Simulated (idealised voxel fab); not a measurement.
Module name: voxel self aligned contacts (process module)
Square cells of 5 nm make up the cross-section cut, whose width is 205 nm.
How to read a cross-section here: the picture is a grid of square cells, written as bands going from the top down, and any band can span one or more rows of cells. What a band's entry tells you: where the top is and where the bottom is, as heights in nm, and after that what lies inside, material by material from left to right, each with its width in nm. Empty space is written as the word "blank", and a single material marked with the word "throughout" occupies the band from edge to edge. Heights are reckoned from 0. Under this level, the received wafer is all of one material. The bottommost band is open-ended downward, for example "0 and below". It should be noted that a width expressed as "30->40" varies in equal increments from row to row of cells within the band, taking the value of the first number at the top row and that of the second number at the bottom row. It should be understood that the words "stayed the same", when stated for a given step, signify that the cross-section underwent no change in any of its cells during that step. Listed in "Fully enclosed voids": every empty space of 8 or more cells without an open way to the top. Form: width x height at distance, the distance being from the left edge, all in nm. If you see something after the settings on a step's line, that's the simulator's own remark about that step. overlay nm: step with mask; distance mask lay right of planned place; negative value = left of planned place.

**Here's what the planned process steps look like**
1 RECEIVE (material Si)
2 OXIDIZE (depth nm 5)
3 DIRECTIONAL_DEP (material polySi; thk nm 20)
4 DIRECTIONAL_DEP (material SiN; thk nm 20)
5 PATTERN (tone cover; mask id GATE; material resist; width nm 35; pitch nm 65; thk nm 20; overlay nm 0)
6 DIRECTIONAL_ETCH (etch materials SiN; depth nm 20)
7 DIRECTIONAL_ETCH (etch materials polySi; depth nm 20)
8 STRIP (etch materials resist)
9 CONFORMAL_DEP (material SiN; thk nm 5)
10 DIRECTIONAL_ETCH (etch materials SiN; depth nm 5)
11 FILL_DEP (material SiO2; thk nm 15)
12 CMP (height nm 50)
13 PATTERN (tone open; mask id CONTACT; material resist; width nm 40; pitch nm 65; thk nm 15; overlay nm 0)
14 DIRECTIONAL_ETCH (etch materials SiO2; depth nm 55)
15 STRIP (etch materials resist)
16 CONFORMAL_DEP (material TiN; thk nm 5)
17 FILL_DEP (material W; thk nm 5)
18 CMP (height nm 50)
19 CONFORMAL_DEP (material SiN; thk nm 5)

**What follows covers the first of two wafers; it ran as planned**

**Cross-section of the wafer upon arrival, representing the state reached after step 1**
0 and below | Si throughout
Fully enclosed voids: none

**The wafer, seen in cross-section, after step 2**
0 down to -5 | SiO2 throughout
Lower than -5, everything is as it was.

**The wafer, seen in cross-section, after step 3**
20 down to 0 | polySi throughout
Lower than 0, everything is as it was.

**The wafer, seen in cross-section, after step 4**
40 down to 20 | SiN throughout
Lower than 20, everything is as it was.

**The wafer, seen in cross-section, after step 5**
60 down to 40 | blank 20 nm  resist 35 nm  blank 30 nm  resist 35 nm  blank 30 nm  resist 35 nm  blank 20 nm
Lower than 40, everything is as it was.

**The wafer, seen in cross-section, after step 6**
60 down to 40 | blank 20 nm  resist 35 nm  blank 30 nm  resist 35 nm  blank 30 nm  resist 35 nm  blank 20 nm
40 down to 20 | blank 20 nm  SiN 35 nm  blank 30 nm  SiN 35 nm  blank 30 nm  SiN 35 nm  blank 20 nm
Lower than 20, everything is as it was.

**The wafer, seen in cross-section, after step 7**
60 down to 40 | blank 20 nm  resist 35 nm  blank 30 nm  resist 35 nm  blank 30 nm  resist 35 nm  blank 20 nm
40 down to 20 | blank 20 nm  SiN 35 nm  blank 30 nm  SiN 35 nm  blank 30 nm  SiN 35 nm  blank 20 nm
20 down to 0 | blank 20 nm  polySi 35 nm  blank 30 nm  polySi 35 nm  blank 30 nm  polySi 35 nm  blank 20 nm
Lower than 0, everything is as it was.

**The wafer, seen in cross-section, after step 8**
40 down to 20 | blank 20 nm  SiN 35 nm  blank 30 nm  SiN 35 nm  blank 30 nm  SiN 35 nm  blank 20 nm
Lower than 20, everything is as it was.

**The wafer, seen in cross-section, after step 9**
45 down to 20 | blank 15 nm  SiN 45 nm  blank 20 nm  SiN 45 nm  blank 20 nm  SiN 45 nm  blank 15 nm
20 down to 5 | blank 15 nm  SiN 5 nm  polySi 35 nm  SiN 5 nm  blank 20 nm  SiN 5 nm  polySi 35 nm  SiN 5 nm  blank 20 nm  SiN 5 nm  polySi 35 nm  SiN 5 nm  blank 15 nm
5 down to 0 | SiN 20 nm  polySi 35 nm  SiN 30 nm  polySi 35 nm  SiN 30 nm  polySi 35 nm  SiN 20 nm
Lower than 0, everything is as it was.

**The wafer, seen in cross-section, after step 10**
40 down to 20 | blank 15 nm  SiN 45 nm  blank 20 nm  SiN 45 nm  blank 20 nm  SiN 45 nm  blank 15 nm
20 down to 0 | blank 15 nm  SiN 5 nm  polySi 35 nm  SiN 5 nm  blank 20 nm  SiN 5 nm  polySi 35 nm  SiN 5 nm  blank 20 nm  SiN 5 nm  polySi 35 nm  SiN 5 nm  blank 15 nm
Lower than 0, everything is as it was.

**The wafer, seen in cross-section, after step 11**
55 down to 40 | SiO2 throughout
40 down to 20 | SiO2 15 nm  SiN 45 nm  SiO2 20 nm  SiN 45 nm  SiO2 20 nm  SiN 45 nm  SiO2 15 nm
20 down to 0 | SiO2 15 nm  SiN 5 nm  polySi 35 nm  SiN 5 nm  SiO2 20 nm  SiN 5 nm  polySi 35 nm  SiN 5 nm  SiO2 20 nm  SiN 5 nm  polySi 35 nm  SiN 5 nm  SiO2 15 nm
Lower than 0, everything is as it was.

**The wafer, seen in cross-section, after step 12**
50 down to 40 | SiO2 throughout
Lower than 40, everything is as it was.

**The wafer, seen in cross-section, after step 13**
65 down to 50 | resist 50 nm  blank 40 nm  resist 25 nm  blank 40 nm  resist 50 nm
Lower than 50, everything is as it was.

**The wafer, seen in cross-section, after step 14**
65 down to 50 | resist 50 nm  blank 40 nm  resist 25 nm  blank 40 nm  resist 50 nm
50 down to 40 | SiO2 50 nm  blank 40 nm  SiO2 25 nm  blank 40 nm  SiO2 50 nm
40 down to 20 | SiO2 15 nm  SiN 45 nm  blank 20 nm  SiN 45 nm  blank 20 nm  SiN 45 nm  SiO2 15 nm
20 down to 0 | SiO2 15 nm  SiN 5 nm  polySi 35 nm  SiN 5 nm  blank 20 nm  SiN 5 nm  polySi 35 nm  SiN 5 nm  blank 20 nm  SiN 5 nm  polySi 35 nm  SiN 5 nm  SiO2 15 nm
0 down to -5 | SiO2 60 nm  blank 20 nm  SiO2 45 nm  blank 20 nm  SiO2 60 nm
Lower than -5, everything is as it was.

**The wafer, seen in cross-section, after step 15**
50 down to 40 | SiO2 50 nm  blank 40 nm  SiO2 25 nm  blank 40 nm  SiO2 50 nm
Lower than 40, everything is as it was.

**The wafer, seen in cross-section, after step 16**
55 down to 50 | TiN 55 nm  blank 30 nm  TiN 35 nm  blank 30 nm  TiN 55 nm
50 down to 40 | SiO2 50 nm  TiN 5->15 nm  blank 30->10 nm  TiN 5->15 nm  SiO2 25 nm  TiN 5->15 nm  blank 30->10 nm  TiN 5->15 nm  SiO2 50 nm
40 down to 20 | SiO2 15 nm  SiN 45 nm  TiN 5 nm  blank 10 nm  TiN 5 nm  SiN 45 nm  TiN 5 nm  blank 10 nm  TiN 5 nm  SiN 45 nm  SiO2 15 nm
20 down to 0 | SiO2 15 nm  SiN 5 nm  polySi 35 nm  SiN 5 nm  TiN 5 nm  blank 10 nm  TiN 5 nm  SiN 5 nm  polySi 35 nm  SiN 5 nm  TiN 5 nm  blank 10 nm  TiN 5 nm  SiN 5 nm  polySi 35 nm  SiN 5 nm  SiO2 15 nm
0 down to -5 | SiO2 60 nm  TiN 20 nm  SiO2 45 nm  TiN 20 nm  SiO2 60 nm
Lower than -5, everything is as it was.

**The wafer, seen in cross-section, after step 17**
60 down to 55 | W throughout
55 down to 50 | TiN 55 nm  W 30 nm  TiN 35 nm  W 30 nm  TiN 55 nm
50 down to 40 | SiO2 50 nm  TiN 5->15 nm  W 30->10 nm  TiN 5->15 nm  SiO2 25 nm  TiN 5->15 nm  W 30->10 nm  TiN 5->15 nm  SiO2 50 nm
40 down to 20 | SiO2 15 nm  SiN 45 nm  TiN 5 nm  W 10 nm  TiN 5 nm  SiN 45 nm  TiN 5 nm  W 10 nm  TiN 5 nm  SiN 45 nm  SiO2 15 nm
20 down to 0 | SiO2 15 nm  SiN 5 nm  polySi 35 nm  SiN 5 nm  TiN 5 nm  W 10 nm  TiN 5 nm  SiN 5 nm  polySi 35 nm  SiN 5 nm  TiN 5 nm  W 10 nm  TiN 5 nm  SiN 5 nm  polySi 35 nm  SiN 5 nm  SiO2 15 nm
Lower than 0, everything is as it was.

**The wafer, seen in cross-section, after step 18**
50 down to 40 | SiO2 50 nm  TiN 5->15 nm  W 30->10 nm  TiN 5->15 nm  SiO2 25 nm  TiN 5->15 nm  W 30->10 nm  TiN 5->15 nm  SiO2 50 nm
Lower than 40, everything is as it was.

**The wafer, seen in cross-section, after step 19**
55 down to 50 | SiN throughout
Lower than 50, everything is as it was.

**second wafer: like start, like plan, one mistake. Through step 12 it matches the first wafer**

**Second wafer, cross-section, planned end of step 13**
65 down to 50 | blank 50 nm  resist 40 nm  blank 25 nm  resist 40 nm  blank 50 nm
Lower than 50, everything is as it was.

**Second wafer, cross-section, planned end of step 14**
65 down to 50 | blank 50 nm  resist 40 nm  blank 25 nm  resist 40 nm  blank 50 nm
50 down to 40 | blank 50 nm  SiO2 40 nm  blank 25 nm  SiO2 40 nm  blank 50 nm
40 down to 20 | blank 15 nm  SiN 45 nm  SiO2 20 nm  SiN 45 nm  SiO2 20 nm  SiN 45 nm  blank 15 nm
20 down to 0 | blank 15 nm  SiN 5 nm  polySi 35 nm  SiN 5 nm  SiO2 20 nm  SiN 5 nm  polySi 35 nm  SiN 5 nm  SiO2 20 nm  SiN 5 nm  polySi 35 nm  SiN 5 nm  blank 15 nm
0 down to -5 | blank 15 nm  SiO2 175 nm  blank 15 nm
Lower than -5, everything is as it was.

**Second wafer, cross-section, planned end of step 15**
50 down to 40 | blank 50 nm  SiO2 40 nm  blank 25 nm  SiO2 40 nm  blank 50 nm
Lower than 40, everything is as it was.

**Second wafer, cross-section, planned end of step 16**
55 down to 50 | blank 45 nm  TiN 50 nm  blank 15 nm  TiN 50 nm  blank 45 nm
50 down to 45 | blank 45 nm  TiN 5 nm  SiO2 40 nm  TiN 5 nm  blank 15 nm  TiN 5 nm  SiO2 40 nm  TiN 5 nm  blank 45 nm
45 down to 40 | blank 10 nm  TiN 40 nm  SiO2 40 nm  TiN 25 nm  SiO2 40 nm  TiN 40 nm  blank 10 nm
40 down to 20 | blank 10 nm  TiN 5 nm  SiN 45 nm  SiO2 20 nm  SiN 45 nm  SiO2 20 nm  SiN 45 nm  TiN 5 nm  blank 10 nm
20 down to 0 | blank 10 nm  TiN 5 nm  SiN 5 nm  polySi 35 nm  SiN 5 nm  SiO2 20 nm  SiN 5 nm  polySi 35 nm  SiN 5 nm  SiO2 20 nm  SiN 5 nm  polySi 35 nm  SiN 5 nm  TiN 5 nm  blank 10 nm
0 down to -5 | TiN 15 nm  SiO2 175 nm  TiN 15 nm
Lower than -5, everything is as it was.

**Second wafer, cross-section, planned end of step 17**
60 down to 55 | W throughout
55 down to 50 | W 45 nm  TiN 50 nm  W 15 nm  TiN 50 nm  W 45 nm
50 down to 45 | W 45 nm  TiN 5 nm  SiO2 40 nm  TiN 5 nm  W 15 nm  TiN 5 nm  SiO2 40 nm  TiN 5 nm  W 45 nm
45 down to 40 | W 10 nm  TiN 40 nm  SiO2 40 nm  TiN 25 nm  SiO2 40 nm  TiN 40 nm  W 10 nm
40 down to 20 | W 10 nm  TiN 5 nm  SiN 45 nm  SiO2 20 nm  SiN 45 nm  SiO2 20 nm  SiN 45 nm  TiN 5 nm  W 10 nm
20 down to 0 | W 10 nm  TiN 5 nm  SiN 5 nm  polySi 35 nm  SiN 5 nm  SiO2 20 nm  SiN 5 nm  polySi 35 nm  SiN 5 nm  SiO2 20 nm  SiN 5 nm  polySi 35 nm  SiN 5 nm  TiN 5 nm  W 10 nm
Lower than 0, everything is as it was.

**Second wafer, cross-section, planned end of step 18**
50 down to 45 | W 45 nm  TiN 5 nm  SiO2 40 nm  TiN 5 nm  W 15 nm  TiN 5 nm  SiO2 40 nm  TiN 5 nm  W 45 nm
Lower than 45, everything is as it was.

**Second wafer, cross-section, planned end of step 19**
55 down to 50 | SiN throughout
Lower than 50, everything is as it was.
Which mistake was made when the wafer was run? off-plan run, step 13, actual operation and settings PATTERN (tone cover; mask id CONTACT; material resist; width nm 40; pitch nm 65; thk nm 15; overlay nm 0)
The final cell counts differ between the wafers, with the second having more or fewer of some materials than the first: TiN -9; W +9
